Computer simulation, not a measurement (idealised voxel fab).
process module | voxel fin reveal
cross-section cut | 240 nm wide | cells 5 nm
A cross-section is a grid of square cells, given in bands from the top down. A band is one or more rows of cells.
Each band's line starts with the height of the band's top and of its bottom, in nm. Then come its materials from left to right, each with its width in nm. One material with "throughout" fills the band from edge to edge. "air" is empty space.
Height 0 is the level under which the wafer as received is all one material. The lowest band goes on downwards, as in "0 down".
A width such as "30 to 40" changes by the same amount from each row of cells to the next, from the band's top row to its bottom row.
"no change" after a step means that no cell of the cross-section changed.
closed voids: empty space of 8 cells or more with no open way to the top, each as width x height at its distance from the left edge, in nm
after a step's settings: what the simulator itself notes on the step
overlay nm, on a step with a mask: how far to the right of its planned place the mask lay; to the left if negative
plan
1 op RECEIVE | material Si
2 op CONFORMAL_DEP | material SiN | thk nm 5
3 op MASKED_ETCH | tone cover | mask id FINS | width nm 15 | pitch nm 45 | etch materials SiN | depth nm 5 | overlay nm 0
4 op MASKED_ETCH | tone cover | mask id FINS | width nm 15 | pitch nm 45 | etch materials Si | depth nm 35 | overlay nm 0
5 op OXIDIZE | depth nm 5
6 op FILL_DEP | material SiO2 | thk nm 10
7 op CMP | height nm 5
8 op SELECTIVE_ETCH | etch materials SiO2 | depth nm 5
9 op STRIP | etch materials SiN
varied across the wafers: depth nm of step 8. The plan shows the first wafer's value. All wafers start alike
first wafer as received, after step 1
  0 down: Si throughout
  closed voids: none
each wafer at the end: cells of each material gained (+) or lost (-) since it was received, then its closed voids
depth nm 5 | -352 Si | +352 SiO2 | closed voids: none
depth nm 10 | -352 Si | +308 SiO2 | closed voids: none
depth nm 15 | -352 Si | +264 SiO2 | closed voids: none
depth nm 20 | -352 Si | +220 SiO2 | closed voids: none
depth nm 25 | -352 Si | +176 SiO2 | closed voids: none
depth nm 30 | -352 Si | +132 SiO2 | closed voids: none
